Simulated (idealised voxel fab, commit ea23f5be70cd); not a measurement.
Presented below is a process module, voxel self aligned vias.
In the cross-section labelled cut, the width is 285 nm and each square cell is 5 nm.
Notation: cross-section as square-cell grid; stated in bands, top first, going down; one or more cell rows per band. Band: top and bottom heights (nm) first, top before bottom; then materials from left to right, widths in nm. "throughout" marks a sole material filling the band edge to edge. "blank" denotes empty space. Heights from 0 (as-received wafer is one material below). Bottom band endless downward, as "0 down". The two numbers in a width such as "30 to 40" mark its ends across the band: the first belongs to the top row of cells, the second to the bottom row, and from each row to the next the width moves by the same amount. "nothing different" means the step left every cell of the cross-section as it was. Empty spaces without an open route to the top, at least 8 cells in extent, make up the entry "Trapped voids"; each is given as width x height at distance, where the distance is measured from the left edge, and all are in nm. Step line, after settings: the simulator's comment on this step. "overlay nm" answers the question of how far to the right of plan the mask lay on a step that has a mask, and when it is negative the answer is to the left.

STEPS PLANNED FOR THE PROCESS
1,RECEIVE with material Si
2,CONFORMAL_DEP with material SiO2, thk nm 15
3,CONFORMAL_DEP with material SiCN, thk nm 5
4,DIRECTIONAL_DEP with material lowk, thk nm 30
5,DIRECTIONAL_DEP with material aC, thk nm 10
6,PATTERN with tone open, mask id LINES, material resist, width nm 30, pitch nm 55, thk nm 25, overlay nm 0
7,DIRECTIONAL_ETCH with etch materials aC, depth nm 10
8,STRIP with etch materials resist
9,DIRECTIONAL_ETCH with etch materials lowk, depth nm 30
10,STRIP with etch materials aC
11,CONFORMAL_DEP with material TiN, thk nm 5
12,FILL_DEP with material W, thk nm 10
13,CMP with height nm 50
14,SELECTIVE_ETCH with etch materials W Ru TiN, depth nm 5
15,FILL_DEP with material SiN, thk nm 5
16,CMP with height nm 50
17,DIRECTIONAL_DEP with material lowk, thk nm 20
18,PATTERN with tone open, mask id VIAS, material resist, width nm 30, thk nm 20, overlay nm 0
19,DIRECTIONAL_ETCH with etch materials lowk, depth nm 20
20,DIRECTIONAL_ETCH with etch materials SiN, depth nm 5
21,STRIP with etch materials resist
22,CONFORMAL_DEP with material TiN, thk nm 5
23,FILL_DEP with material W, thk nm 10
24,CMP with height nm 70
25,CONFORMAL_DEP with material SiN, thk nm 5
The wafers in this document start out alike and differ in the width nm applied at step 18; the plan shows the value used for the first wafer.

CROSS-SECTION OF THE FIRST OF SEVERAL WAFERS ON RECEIPT, REFLECTING COMPLETION OF STEP 1
    0 down: Si throughout
    Trapped voids: none

NOTE: THE FOLLOWING TABLE IS ARRANGED BY WAFER, A ROW APIECE. EACH ROW REPORTS THE END-OF-MODULE STATE: PER MATERIAL, CELLS GAINED (+) OR CELLS LOST (-) COMPARED WITH THE WAFER AS RECEIVED; CLOSED VOIDS FOLLOW
width nm 30 | +57 SiCN | +63 SiN | +171 SiO2 | +42 TiN | +48 W | +474 lowk | Trapped voids: none
width nm 35 | +57 SiCN | +63 SiN | +171 SiO2 | +43 TiN | +51 W | +470 lowk | Trapped voids: none
width nm 40 | +57 SiCN | +63 SiN | +171 SiO2 | +44 TiN | +54 W | +466 lowk | Trapped voids: none
width nm 45 | +57 SiCN | +63 SiN | +171 SiO2 | +45 TiN | +57 W | +462 lowk | Trapped voids: none
width nm 50 | +57 SiCN | +63 SiN | +171 SiO2 | +46 TiN | +60 W | +458 lowk | Trapped voids: none
width nm 55 | +57 SiCN | +63 SiN | +171 SiO2 | +47 TiN | +63 W | +454 lowk | Trapped voids: none
